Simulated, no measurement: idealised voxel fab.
process module | voxel tone inversion
cross-section cut | 205 nm wide | cells 5 nm
A cross-section is a grid of square cells, given in bands from the top down. A band is one or more rows of cells.
Each band's line starts with the height of the band's top and of its bottom, in nm. Then come its materials from left to right, each with its width in nm. One material with "throughout" fills the band from edge to edge. "air" is empty space.
Height 0 is the level under which the wafer as received is all one material. The lowest band goes on downwards, as in "0 down".
A width such as "30 to 40" changes by the same amount from each row of cells to the next, from the band's top row to its bottom row.
"no change" after a step means that no cell of the cross-section changed.
closed voids: empty space of 8 cells or more with no open way to the top, each as width x height at its distance from the left edge, in nm
after a step's settings: what the simulator itself notes on the step
overlay nm, on a step with a mask: how far to the right of its planned place the mask lay; to the left if negative
plan
1 op RECEIVE | material Si
2 op CONFORMAL_DEP | material SiCN | thk nm 10
3 op DIRECTIONAL_DEP | material aC | thk nm 15
4 op PATTERN | tone cover | mask id POSTS | material resist | width nm 25 | pitch nm 45 | thk nm 20 | overlay nm 0
5 op DIRECTIONAL_ETCH | etch materials aC | depth nm 15
6 op STRIP | etch materials resist
7 op FILL_DEP | material SiO2 | thk nm 10
8 op CMP | height nm 25
9 op STRIP | etch materials aC
first wafer, as planned
as received, after step 1
  0 down: Si throughout
  closed voids: none
after step 2
  10 to 0: SiCN throughout
  below 0: unchanged
after step 3
  25 to 10: aC throughout
  below 10: unchanged
after step 4
  45 to 25: air 20 | resist 25 | air 20 | resist 25 | air 20 | resist 25 | air 20 | resist 25 | air 25
  below 25: unchanged
after step 5
  30 to 25: air 20 | resist 25 | air 20 | resist 25 | air 20 | resist 25 | air 20 | resist 25 | air 25
  25 to 10: air 20 | aC 25 | air 20 | aC 25 | air 20 | aC 25 | air 20 | aC 25 | air 25
  below 10: unchanged
after step 6
  25 to 10: air 20 | aC 25 | air 20 | aC 25 | air 20 | aC 25 | air 20 | aC 25 | air 25
  below 10: unchanged
after step 7
  35 to 25: SiO2 throughout
  25 to 10: SiO2 20 | aC 25 | SiO2 20 | aC 25 | SiO2 20 | aC 25 | SiO2 20 | aC 25 | SiO2 25
  below 10: unchanged
after step 8
  25 to 10: SiO2 20 | aC 25 | SiO2 20 | aC 25 | SiO2 20 | aC 25 | SiO2 20 | aC 25 | SiO2 25
  below 10: unchanged
after step 9
  25 to 10: SiO2 20 | air 25 | SiO2 20 | air 25 | SiO2 20 | air 25 | SiO2 20 | air 25 | SiO2 25
  below 10: unchanged
second wafer: like start, like plan, one mistake. Through step 1 it matches the first wafer
when step 2 should have ended: no change
when step 3 should have ended
  15 to 0: aC throughout
  below 0: unchanged
when step 4 should have ended
  35 to 15: air 20 | resist 25 | air 20 | resist 25 | air 20 | resist 25 | air 20 | resist 25 | air 25
  below 15: unchanged
when step 5 should have ended
  20 to 15: air 20 | resist 25 | air 20 | resist 25 | air 20 | resist 25 | air 20 | resist 25 | air 25
  15 to 0: air 20 | aC 25 | air 20 | aC 25 | air 20 | aC 25 | air 20 | aC 25 | air 25
  below 0: unchanged
when step 6 should have ended
  15 to 0: air 20 | aC 25 | air 20 | aC 25 | air 20 | aC 25 | air 20 | aC 25 | air 25
  below 0: unchanged
when step 7 should have ended
  25 to 15: SiO2 throughout
  15 to 0: SiO2 20 | aC 25 | SiO2 20 | aC 25 | SiO2 20 | aC 25 | SiO2 20 | aC 25 | SiO2 25
  below 0: unchanged
when step 8 should have ended: no change
when step 9 should have ended: no change
what went wrong: step 2 was left out
at the end the second wafer has, in cells: 82 fewer of SiCN | 82 more of SiO2 | 60 more of aC
